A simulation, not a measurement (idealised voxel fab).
process module | voxel capacitor over wiring
cross-section cut | 200 nm wide | cells 5 nm
A cross-section is a grid of square cells, given in bands from the top down. A band is one or more rows of cells.
Each band's line starts with the height of the band's top and of its bottom, in nm. Then come its materials from left to right, each with its width in nm. One material with "throughout" fills the band from edge to edge. "air" is empty space.
Height 0 is the level under which the wafer as received is all one material. The lowest band goes on downwards, as in "0 down".
A width such as "30 to 40" changes by the same amount from each row of cells to the next, from the band's top row to its bottom row.
"no change" after a step means that no cell of the cross-section changed.
closed voids: empty space of 8 cells or more with no open way to the top, each as width x height at its distance from the left edge, in nm
after a step's settings: what the simulator itself notes on the step
overlay nm, on a step with a mask: how far to the right of its planned place the mask lay; to the left if negative
plan
1 op RECEIVE | material Si
2 op CONFORMAL_DEP | material SiO2 | thk nm 15
3 op DIRECTIONAL_DEP | material TiN | thk nm 5
4 op DIRECTIONAL_DEP | material W | thk nm 25
5 op DIRECTIONAL_DEP | material aC | thk nm 15
6 op PATTERN | tone cover | mask id METAL_1 | material resist | width nm 25 | pitch nm 95 | thk nm 30 | overlay nm 0
7 op DIRECTIONAL_ETCH | etch materials aC | depth nm 15
8 op STRIP | etch materials resist
9 op DIRECTIONAL_ETCH | etch materials W | depth nm 25
10 op DIRECTIONAL_ETCH | etch materials TiN | depth nm 5
11 op STRIP | etch materials aC
12 op FILL_DEP | material SiO2 | thk nm 10
13 op CMP | height nm 45
14 op CONFORMAL_DEP | material SiCN | thk nm 5
15 op DIRECTIONAL_DEP | material lowk | thk nm 20
16 op DIRECTIONAL_DEP | material aC | thk nm 15
17 op PATTERN | tone open | mask id PLUG_1 | material resist | width nm 15 | thk nm 30 | overlay nm 0
18 op DIRECTIONAL_ETCH | etch materials aC | depth nm 15
19 op STRIP | etch materials resist
20 op DIRECTIONAL_ETCH | etch materials lowk | depth nm 20
21 op DIRECTIONAL_ETCH | etch materials SiCN | depth nm 5
22 op STRIP | etch materials aC
23 op CONFORMAL_DEP | material TiN | thk nm 5
24 op FILL_DEP | material Cu | thk nm 5
25 op CMP | height nm 70
26 op DIRECTIONAL_DEP | material TiN | thk nm 10
27 op DIRECTIONAL_DEP | material HfO2 | thk nm 5
28 op DIRECTIONAL_DEP | material TiN | thk nm 5
29 op MASKED_ETCH | tone cover | mask id UPPER_PLATE | width nm 75 | etch materials TiN | depth nm 5 | overlay nm 0
30 op MASKED_ETCH | tone cover | mask id UPPER_PLATE | width nm 75 | etch materials HfO2 | depth nm 5 | overlay nm 0
31 op MASKED_ETCH | tone cover | mask id LOWER_PLATE | width nm 85 | etch materials TiN | depth nm 10 | overlay nm 0
32 op FILL_DEP | material SiO2 | thk nm 15
33 op CMP | height nm 100
34 op PATTERN | tone open | mask id PLUG_2 | material resist | width nm 15 | thk nm 20 | overlay nm 0
35 op DIRECTIONAL_ETCH | etch materials SiO2 | depth nm 10
36 op STRIP | etch materials resist
37 op CONFORMAL_DEP | material TiN | thk nm 5
38 op FILL_DEP | material W | thk nm 5
39 op CMP | height nm 100
40 op CONFORMAL_DEP | material SiN | thk nm 5
as received, after step 1
  0 down: Si throughout
  closed voids: none
a wafer at the end: this start, this plan, one mistake
  105 to 100: SiN throughout
  100 to 95: SiO2 60 | TiN 5 | W 5 | TiN 5 | SiO2 125
  95 to 85: SiO2 60 to 50 | TiN 15 to 75 | SiO2 125 to 75
  85 to 80: SiO2 50 | HfO2 75 | SiO2 75
  80 to 70: SiO2 45 | TiN 85 | SiO2 70
  70 to 50: lowk 50 | TiN 5 | Cu 5 | TiN 5 | lowk 135
  50 to 45: SiCN 50 | TiN 15 | SiCN 135
  45 to 40: SiO2 throughout
  40 to 15: SiO2 40 | W 25 | SiO2 70 | W 25 | SiO2 40
  15 to 0: SiO2 throughout
  0 down: Si throughout
  closed voids: none
what went wrong: step 3 was left out
